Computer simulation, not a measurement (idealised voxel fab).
process module | voxel trench capacitor
cross-section cut | 160 nm wide | cells 5 nm
A cross-section is a grid of square cells, given in bands from the top down. A band is one or more rows of cells.
Each band's line starts with the height of the band's top and of its bottom, in nm. Then come its materials from left to right, each with its width in nm. One material with "throughout" fills the band from edge to edge. "air" is empty space.
Height 0 is the level under which the wafer as received is all one material. The lowest band goes on downwards, as in "0 down".
A width such as "30 to 40" changes by the same amount from each row of cells to the next, from the band's top row to its bottom row.
"no change" after a step means that no cell of the cross-section changed.
closed voids: empty space of 8 cells or more with no open way to the top, each as width x height at its distance from the left edge, in nm
after a step's settings: what the simulator itself notes on the step
overlay nm, on a step with a mask: how far to the right of its planned place the mask lay; to the left if negative
plan
1 op RECEIVE | material Si
2 op CONFORMAL_DEP | material SiN | thk nm 10
3 op PATTERN | tone open | mask id TRENCH | material resist | width nm 25 | pitch nm 40 | thk nm 20 | overlay nm 0
4 op DIRECTIONAL_ETCH | etch materials SiN | depth nm 10
5 op DIRECTIONAL_ETCH | etch materials Si | depth nm 35
6 op STRIP | etch materials resist
7 op CONFORMAL_DEP | material Al2O3 | thk nm 5
8 op FILL_DEP | material polySi | thk nm 10
9 op CMP | height nm 10
as received, after step 1
  0 down: Si throughout
  closed voids: none
first wafer at the end, as planned
  10 to 0: SiN 45 | Al2O3 5 | polySi 15 | Al2O3 5 | SiN 15 | Al2O3 5 | polySi 15 | Al2O3 5 | SiN 50
  0 to -30: Si 45 | Al2O3 5 | polySi 15 | Al2O3 5 | Si 15 | Al2O3 5 | polySi 15 | Al2O3 5 | Si 50
  -30 to -35: Si 45 | Al2O3 25 | Si 15 | Al2O3 25 | Si 50
  -35 down: Si throughout
  closed voids: none
second wafer at the end: like start, like plan, one mistake
  10 to 0: SiN 45 | Al2O3 5 | polySi 15 | Al2O3 5 | SiN 15 | Al2O3 5 | polySi 15 | Al2O3 5 | SiN 50
  0 to -65: Si 45 | Al2O3 5 | polySi 15 | Al2O3 5 | Si 15 | Al2O3 5 | polySi 15 | Al2O3 5 | Si 50
  -65 to -70: Si 45 | Al2O3 25 | Si 15 | Al2O3 25 | Si 50
  -70 down: Si throughout
  closed voids: none
what went wrong: step 5 was run twice
at the end the second wafer has, in cells: 28 more of Al2O3 | 70 fewer of Si | 42 more of polySi
